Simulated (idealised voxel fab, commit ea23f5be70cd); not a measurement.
The following process module bears the name voxel capacitor over wiring.
The figure presents cross-section cut, which has a width of 170 nm and is divided into square cells with an edge length of 5 nm.
Reading order for cross-sections: top band down to bottom band. Underlying form: a grid of square cells. Band size: one or more rows of cells.
This entry defines a band. It first specifies the height of the band's top and the height of its bottom in nm, and then specifies the band's materials from left to right, stating each material with its width in nm. The word "throughout" identifies a single material that fills the band from edge to edge, while the word "blank" identifies empty space.
For the purposes of this specification, 0 denotes the height below which the wafer in its as-received condition is composed wholly of one material, and the lowermost band, lacking a lower limit, extends downward without end, as expressed in "0..down".
Width: "30..40" (first number = top row, second number = bottom row, same change from row to row of cells).
Given "nothing different" for a step, no cell of the cross-section differs between before and after that step.
Look at "Closed empty spaces" for the closed voids: empty spaces with no open path to the top, sized 8 cells or up. Each is width x height at distance, distance from the left edge, all nm.
Heads up: the bit after the settings on a step's line is the simulator's remark on that step.
overlay nm: mask right of planned place by this much (step with mask). Neg. = left.
Here's what the planned process steps look like
- 1: RECEIVE | material Si
- 2: CONFORMAL_DEP | material SiO2 | thk nm 10
- 3: CONFORMAL_DEP | material SiN | thk nm 5
- 4: DIRECTIONAL_DEP | material lowk | thk nm 20
- 5: PATTERN | tone open | mask id METAL_1 | material resist | width nm 25 | pitch nm 90 | thk nm 20 | overlay nm 0
- 6: DIRECTIONAL_ETCH | etch materials lowk | depth nm 20
- 7: DIRECTIONAL_ETCH | etch materials SiN | depth nm 5
- 8: STRIP | etch materials resist
- 9: CONFORMAL_DEP | material TiN | thk nm 5
- 10: FILL_DEP | material Ru | thk nm 5
- 11: CMP | height nm 35
- 12: CONFORMAL_DEP | material SiCN | thk nm 5
- 13: DIRECTIONAL_DEP | material lowk | thk nm 20
- 14: MASKED_ETCH | tone open | mask id PLUG_1 | width nm 15 | etch materials lowk | depth nm 20 | overlay nm 0
- 15: MASKED_ETCH | tone open | mask id PLUG_1 | width nm 15 | etch materials SiCN | depth nm 5 | overlay nm 0
- 16: CONFORMAL_DEP | material TiN | thk nm 5
- 17: FILL_DEP | material Ru | thk nm 5
- 18: CMP | height nm 60
- 19: DIRECTIONAL_DEP | material TiN | thk nm 5
- 20: DIRECTIONAL_DEP | material SiN | thk nm 5
- 21: DIRECTIONAL_DEP | material TiN | thk nm 10
- 22: MASKED_ETCH | tone cover | mask id UPPER_PLATE | width nm 70 | etch materials TiN | depth nm 10 | overlay nm 0
- 23: MASKED_ETCH | tone cover | mask id UPPER_PLATE | width nm 70 | etch materials SiN | depth nm 5 | overlay nm 0
- 24: MASKED_ETCH | tone cover | mask id LOWER_PLATE | width nm 80 | etch materials TiN | depth nm 5 | overlay nm 0
- 25: FILL_DEP | material SiO2 | thk nm 20
- 26: CMP | height nm 95
- 27: PATTERN | tone open | mask id PLUG_2 | material resist | width nm 15 | thk nm 15 | overlay nm 0
- 28: DIRECTIONAL_ETCH | etch materials SiO2 | depth nm 15
- 29: STRIP | etch materials resist
- 30: CONFORMAL_DEP | material TiN | thk nm 5
- 31: FILL_DEP | material Ru | thk nm 5
- 32: CMP | height nm 95
- 33: CONFORMAL_DEP | material SiCN | thk nm 5
Below: the first of two wafers, run as planned
As received (post step 1): cross-section
	0..down | Si throughout
	Closed empty spaces: none
The wafer, seen in cross-section, after step 2
	10..0 | SiO2 throughout
	Anything lower than 0 is untouched.
The wafer, seen in cross-section, after step 3
	15..10 | SiN throughout
	Anything lower than 10 is untouched.
The wafer, seen in cross-section, after step 4
	35..15 | lowk throughout
	Anything lower than 15 is untouched.
The wafer, seen in cross-section, after step 5
	55..35 | 25 nm resist, 25 nm blank, 65 nm resist, 25 nm blank, 30 nm resist
	Anything lower than 35 is untouched.
The wafer, seen in cross-section, after step 6
	55..35 | 25 nm resist, 25 nm blank, 65 nm resist, 25 nm blank, 30 nm resist
	35..15 | 25 nm lowk, 25 nm blank, 65 nm lowk, 25 nm blank, 30 nm lowk
	Anything lower than 15 is untouched.
The wafer, seen in cross-section, after step 7
	55..35 | 25 nm resist, 25 nm blank, 65 nm resist, 25 nm blank, 30 nm resist
	35..15 | 25 nm lowk, 25 nm blank, 65 nm lowk, 25 nm blank, 30 nm lowk
	15..10 | 25 nm SiN, 25 nm blank, 65 nm SiN, 25 nm blank, 30 nm SiN
	Anything lower than 10 is untouched.
The wafer, seen in cross-section, after step 8
	35..15 | 25 nm lowk, 25 nm blank, 65 nm lowk, 25 nm blank, 30 nm lowk
	Anything lower than 15 is untouched.
The wafer, seen in cross-section, after step 9
	40..35 | 30 nm TiN, 15 nm blank, 75 nm TiN, 15 nm blank, 35 nm TiN
	35..15 | 25 nm lowk, 5 nm TiN, 15 nm blank, 5 nm TiN, 65 nm lowk, 5 nm TiN, 15 nm blank, 5 nm TiN, 30 nm lowk
	15..10 | 25 nm SiN, 25 nm TiN, 65 nm SiN, 25 nm TiN, 30 nm SiN
	Anything lower than 10 is untouched.
The wafer, seen in cross-section, after step 10
	45..40 | Ru throughout
	40..35 | 30 nm TiN, 15 nm Ru, 75 nm TiN, 15 nm Ru, 35 nm TiN
	35..15 | 25 nm lowk, 5 nm TiN, 15 nm Ru, 5 nm TiN, 65 nm lowk, 5 nm TiN, 15 nm Ru, 5 nm TiN, 30 nm lowk
	Anything lower than 15 is untouched.
The wafer, seen in cross-section, after step 11
	35..15 | 25 nm lowk, 5 nm TiN, 15 nm Ru, 5 nm TiN, 65 nm lowk, 5 nm TiN, 15 nm Ru, 5 nm TiN, 30 nm lowk
	Anything lower than 15 is untouched.
The wafer, seen in cross-section, after step 12
	40..35 | SiCN throughout
	Anything lower than 35 is untouched.
The wafer, seen in cross-section, after step 13
	60..40 | lowk throughout
	Anything lower than 40 is untouched.
The wafer, seen in cross-section, after step 14
	60..40 | 35 nm lowk, 15 nm blank, 120 nm lowk
	Anything lower than 40 is untouched.
The wafer, seen in cross-section, after step 15
	60..40 | 35 nm lowk, 15 nm blank, 120 nm lowk
	40..35 | 35 nm SiCN, 15 nm blank, 120 nm SiCN
	Anything lower than 35 is untouched.
The wafer, seen in cross-section, after step 16
	65..60 | 40 nm TiN, 5 nm blank, 125 nm TiN
	60..40 | 35 nm lowk, 5 nm TiN, 5 nm blank, 5 nm TiN, 120 nm lowk
	40..35 | 35 nm SiCN, 15 nm TiN, 120 nm SiCN
	Anything lower than 35 is untouched.
The wafer, seen in cross-section, after step 17
	70..65 | Ru throughout
	65..60 | 40 nm TiN, 5 nm Ru, 125 nm TiN
	60..40 | 35 nm lowk, 5 nm TiN, 5 nm Ru, 5 nm TiN, 120 nm lowk
	Anything lower than 40 is untouched.
The wafer, seen in cross-section, after step 18
	60..40 | 35 nm lowk, 5 nm TiN, 5 nm Ru, 5 nm TiN, 120 nm lowk
	Anything lower than 40 is untouched.
The wafer, seen in cross-section, after step 19
	65..60 | TiN throughout
	Anything lower than 60 is untouched.
The wafer, seen in cross-section, after step 20
	70..65 | SiN throughout
	Anything lower than 65 is untouched.
The wafer, seen in cross-section, after step 21
	80..70 | TiN throughout
	Anything lower than 70 is untouched.
The wafer, seen in cross-section, after step 22
	80..70 | 35 nm blank, 70 nm TiN, 65 nm blank
	Anything lower than 70 is untouched.
The wafer, seen in cross-section, after step 23
	80..70 | 35 nm blank, 70 nm TiN, 65 nm blank
	70..65 | 35 nm blank, 70 nm SiN, 65 nm blank
	Anything lower than 65 is untouched.
The wafer, seen in cross-section, after step 24
	80..70 | 35 nm blank, 70 nm TiN, 65 nm blank
	70..65 | 35 nm blank, 70 nm SiN, 65 nm blank
	65..60 | 30 nm blank, 80 nm TiN, 60 nm blank
	Anything lower than 60 is untouched.
The wafer, seen in cross-section, after step 25
	100..80 | SiO2 throughout
	80..70 | 35 nm SiO2, 70 nm TiN, 65 nm SiO2
	70..65 | 35 nm SiO2, 70 nm SiN, 65 nm SiO2
	65..60 | 30 nm SiO2, 80 nm TiN, 60 nm SiO2
	Anything lower than 60 is untouched.
The wafer, seen in cross-section, after step 26
	95..80 | SiO2 throughout
	Anything lower than 80 is untouched.
The wafer, seen in cross-section, after step 27
	110..95 | 45 nm resist, 15 nm blank, 110 nm resist
	Anything lower than 95 is untouched.
The wafer, seen in cross-section, after step 28
	110..95 | 45 nm resist, 15 nm blank, 110 nm resist
	95..80 | 45 nm SiO2, 15 nm blank, 110 nm SiO2
	Anything lower than 80 is untouched.
The wafer, seen in cross-section, after step 29
	95..80 | 45 nm SiO2, 15 nm blank, 110 nm SiO2
	Anything lower than 80 is untouched.
The wafer, seen in cross-section, after step 30
	100..95 | 50 nm TiN, 5 nm blank, 115 nm TiN
	95..85 | 45 nm SiO2, 5 nm TiN, 5 nm blank, 5 nm TiN, 110 nm SiO2
	85..80 | 45 nm SiO2, 15 nm TiN, 110 nm SiO2
	Anything lower than 80 is untouched.
The wafer, seen in cross-section, after step 31
	105..100 | Ru throughout
	100..95 | 50 nm TiN, 5 nm Ru, 115 nm TiN
	95..85 | 45 nm SiO2, 5 nm TiN, 5 nm Ru, 5 nm TiN, 110 nm SiO2
	Anything lower than 85 is untouched.
The wafer, seen in cross-section, after step 32
	95..85 | 45 nm SiO2, 5 nm TiN, 5 nm Ru, 5 nm TiN, 110 nm SiO2
	Anything lower than 85 is untouched.
The wafer, seen in cross-section, after step 33
	100..95 | SiCN throughout
	Anything lower than 95 is untouched.
What follows concerns the second wafer, which started out like the first and was meant to follow the very same plan; one mistake crept in when it was run, but everything up to and including step 19 is the same as for the first wafer
Cross-section of the second wafer at the time step 20 of the plan should have ended
	75..60 | TiN throughout
	Anything lower than 60 is untouched.
Cross-section of the second wafer at the time step 21 of the plan should have ended
	80..75 | SiN throughout
	Anything lower than 75 is untouched.
Cross-section of the second wafer at the time step 22 of the plan should have ended: nothing different
Cross-section of the second wafer at the time step 23 of the plan should have ended
	80..75 | 35 nm blank, 70 nm SiN, 65 nm blank
	Anything lower than 75 is untouched.
Cross-section of the second wafer at the time step 24 of the plan should have ended
	80..75 | 35 nm blank, 70 nm SiN, 65 nm blank
	75..70 | 30 nm blank, 80 nm TiN, 60 nm blank
	Anything lower than 70 is untouched.
Cross-section of the second wafer at the time step 25 of the plan should have ended
	100..80 | SiO2 throughout
	80..75 | 35 nm SiO2, 70 nm SiN, 65 nm SiO2
	75..70 | 30 nm SiO2, 80 nm TiN, 60 nm SiO2
	Anything lower than 70 is untouched.
Cross-section of the second wafer at the time step 26 of the plan should have ended
	95..80 | SiO2 throughout
	Anything lower than 80 is untouched.
Cross-section of the second wafer at the time step 27 of the plan should have ended
	110..95 | 45 nm resist, 15 nm blank, 110 nm resist
	Anything lower than 95 is untouched.
Cross-section of the second wafer at the time step 28 of the plan should have ended
	110..95 | 45 nm resist, 15 nm blank, 110 nm resist
	95..80 | 45 nm SiO2, 15 nm blank, 110 nm SiO2
	Anything lower than 80 is untouched.
Cross-section of the second wafer at the time step 29 of the plan should have ended
	95..80 | 45 nm SiO2, 15 nm blank, 110 nm SiO2
	Anything lower than 80 is untouched.
Cross-section of the second wafer at the time step 30 of the plan should have ended
	100..95 | 50 nm TiN, 5 nm blank, 115 nm TiN
	95..85 | 45 nm SiO2, 5 nm TiN, 5 nm blank, 5 nm TiN, 110 nm SiO2
	85..80 | 45 nm SiO2, 15 nm TiN, 110 nm SiO2
	Anything lower than 80 is untouched.
Cross-section of the second wafer at the time step 31 of the plan should have ended
	105..100 | Ru throughout
	100..95 | 50 nm TiN, 5 nm Ru, 115 nm TiN
	95..85 | 45 nm SiO2, 5 nm TiN, 5 nm Ru, 5 nm TiN, 110 nm SiO2
	Anything lower than 85 is untouched.
Cross-section of the second wafer at the time step 32 of the plan should have ended
	95..85 | 45 nm SiO2, 5 nm TiN, 5 nm Ru, 5 nm TiN, 110 nm SiO2
	Anything lower than 85 is untouched.
Cross-section of the second wafer at the time step 33 of the plan should have ended
	100..95 | SiCN throughout
	Anything lower than 95 is untouched.
Error vs. plan: the executed order of steps 20 and 21 is the reverse of that specified in the plan, each step having taken the other's position
Cell-count delta at end, second wafer over first, by material: 40 fewer of SiO2, 40 more of TiN
